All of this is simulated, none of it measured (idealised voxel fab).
Name of the process module below: voxel wiring stack
The cross-section shown here is cut; it is 240 nm wide and divided into square cells measuring 5 nm on a side.
Notation: cross-section as square-cell grid; stated in bands, top first, going down; one or more cell rows per band.
Top, bottom (nm), then materials left to right with widths (nm); lone material tagged "full width" fills the whole band edge to edge; "air" = empty space.
Heights are reckoned from 0. Under this level, the received wafer is all of one material. The bottommost band is open-ended downward, for example "0 nm and below".
You'd read "30..40" like this: the band's top row of cells is as wide as the first number, its bottom row is as wide as the second, and going down, every row changes width by the same amount as the row before did.
A step reported as "same as before" is a step in which no cell of the cross-section changed.
What "Fully sealed cavities" gives you is every empty space of 8 cells or more that is cut off from the top. Each appears as width x height at distance, with the distance taken from the left edge and width, height and distance all in nm.
Step line, after settings: the simulator's comment on this step.
overlay nm: mask offset rightward from planned place, masked step; negative means leftward offset.

STEPS IN THE PROCESS PLAN
1,RECEIVE with material Si
2,CONFORMAL_DEP with material SiO2, thk nm 15
3,DIRECTIONAL_DEP with material TiN, thk nm 5
4,DIRECTIONAL_DEP with material Ru, thk nm 20
5,MASKED_ETCH with tone cover, mask id METAL_1, width nm 25, pitch nm 40, etch materials Ru, depth nm 20, overlay nm 0
6,MASKED_ETCH with tone cover, mask id METAL_1, width nm 25, pitch nm 40, etch materials TiN, depth nm 5, overlay nm 0
7,FILL_DEP with material SiO2, thk nm 5
8,CMP with height nm 40
9,CONFORMAL_DEP with material SiCN, thk nm 5
10,DIRECTIONAL_DEP with material lowk, thk nm 15
11,MASKED_ETCH with tone open, mask id PLUG_1, width nm 15, pitch nm 40, etch materials lowk, depth nm 15, overlay nm 0
12,MASKED_ETCH with tone open, mask id PLUG_1, width nm 15, pitch nm 40, etch materials SiCN, depth nm 5, overlay nm 0
13,EPI with material Ru, thk nm 10
14,EPI with material Ru, thk nm 10
15,CONFORMAL_DEP with material SiN, thk nm 5
16,DIRECTIONAL_DEP with material SiO2, thk nm 15
17,DIRECTIONAL_DEP with material aC, thk nm 15
18,PATTERN with tone open, mask id METAL_2, material resist, width nm 25, pitch nm 40, thk nm 30, overlay nm 0
19,DIRECTIONAL_ETCH with etch materials aC, depth nm 15
20,STRIP with etch materials resist
21,DIRECTIONAL_ETCH with etch materials SiO2, depth nm 15
22,DIRECTIONAL_ETCH with etch materials SiN, depth nm 5
23,STRIP with etch materials aC
24,CONFORMAL_DEP with material TiN, thk nm 5
25,FILL_DEP with material Cu, thk nm 5
26,CMP with height nm 80
27,CONFORMAL_DEP with material SiCN, thk nm 5
28,DIRECTIONAL_DEP with material SiO2, thk nm 25
29,MASKED_ETCH with tone open, mask id METAL_3_HOLES, width nm 15, etch materials SiO2, depth nm 25, overlay nm 0
30,DIRECTIONAL_DEP with material aC, thk nm 15
31,PATTERN with tone open, mask id METAL_3, material resist, width nm 25, pitch nm 40, thk nm 30, overlay nm 0
32,DIRECTIONAL_ETCH with etch materials aC, depth nm 15
33,STRIP with etch materials resist
34,DIRECTIONAL_ETCH with etch materials SiO2, depth nm 15
35,DIRECTIONAL_ETCH with etch materials SiCN, depth nm 5
36,STRIP with etch materials aC
37,CONFORMAL_DEP with material TiN, thk nm 5
38,FILL_DEP with material Ru, thk nm 10
39,CMP with height nm 110
40,CONFORMAL_DEP with material SiCN, thk nm 5
41,DIRECTIONAL_DEP with material SiO2, thk nm 30
42,PATTERN with tone open, mask id METAL_4, material resist, width nm 25, pitch nm 40, thk nm 20, overlay nm 0
43,DIRECTIONAL_ETCH with etch materials SiO2, depth nm 20
44,STRIP with etch materials resist
45,MASKED_ETCH with tone open, mask id METAL_4_HOLES, width nm 15, pitch nm 40, etch materials SiO2, depth nm 10, overlay nm 0
46,MASKED_ETCH with tone open, mask id METAL_4_HOLES, width nm 15, pitch nm 40, etch materials SiCN, depth nm 5, overlay nm 0
47,CONFORMAL_DEP with material TiN, thk nm 5
48,FILL_DEP with material Cu, thk nm 5
49,CMP with height nm 145
50,CONFORMAL_DEP with material SiN, thk nm 5

CROSS-SECTION OF THE WAFER AT RECEIPT, WHICH IS THE CONDITION AFTER STEP 1
	0 nm and below: Si full width
	Fully sealed cavities: none

THE PLAN ABOVE WAS CARRIED OUT ON THE STARTING STRUCTURE ABOVE WITH ONE MISTAKE, AND THIS CROSS-SECTION SHOWS THE WAFER AT THE END OF THE MODULE
	150 nm to 145 nm: SiN full width
	145 nm to 130 nm: SiO2 85 nm / TiN 5 nm / Cu 15 nm / TiN 5 nm / SiO2 15 nm / TiN 5 nm / Cu 15 nm / TiN 5 nm / SiO2 90 nm
	130 nm to 125 nm: SiO2 85 nm / TiN 5 nm / Cu 5 nm / TiN 15 nm / SiO2 15 nm / TiN 5 nm / Cu 5 nm / TiN 15 nm / SiO2 90 nm
	125 nm to 115 nm: SiO2 85 nm / TiN 5 nm / Cu 5 nm / TiN 5 nm / SiO2 25 nm / TiN 5 nm / Cu 5 nm / TiN 5 nm / SiO2 100 nm
	115 nm to 110 nm: SiCN 85 nm / TiN 15 nm / SiCN 25 nm / TiN 15 nm / SiCN 100 nm
	110 nm to 100 nm: SiO2 85 nm / TiN 5 nm / aC 15 nm / TiN 5 nm / SiO2 15 nm / TiN 5 nm / aC 15 nm / TiN 5 nm / SiO2 90 nm
	100 nm to 95 nm: SiO2 85 nm / TiN 5 nm / aC 5 nm / TiN 15 nm / SiO2 15 nm / TiN 25 nm / SiO2 90 nm
	95 nm to 85 nm: SiO2 85 nm / TiN 5 nm / aC 5 nm / TiN 5 nm / SiO2 140 nm
	85 nm to 80 nm: SiCN 85 nm / TiN 15 nm / SiCN 140 nm
	80 nm to 65 nm: SiO2 85 nm / TiN 5 nm / Cu 15 nm / TiN 5 nm / SiO2 15 nm / TiN 5 nm / Cu 15 nm / TiN 5 nm / SiO2 90 nm
	65 nm to 60 nm: SiN 85 nm / TiN 25 nm / SiN 15 nm / TiN 25 nm / SiN 90 nm
	60 nm to 45 nm: lowk 85 nm / Ru 15 nm / lowk 25 nm / Ru 15 nm / lowk 100 nm
	45 nm to 40 nm: SiCN 85 nm / Ru 15 nm / SiCN 25 nm / Ru 15 nm / SiCN 100 nm
	40 nm to 20 nm: SiO2 85 nm / Ru 25 nm / SiO2 15 nm / Ru 25 nm / SiO2 90 nm
	20 nm to 15 nm: SiO2 85 nm / TiN 25 nm / SiO2 15 nm / TiN 25 nm / SiO2 90 nm
	15 nm to 0 nm: SiO2 full width
	0 nm and below: Si full width
	Fully sealed cavities: none
Finding, execution versus plan: in deviation from the planned setting, step 38 was conducted as FILL_DEP with material aC, thk nm 10
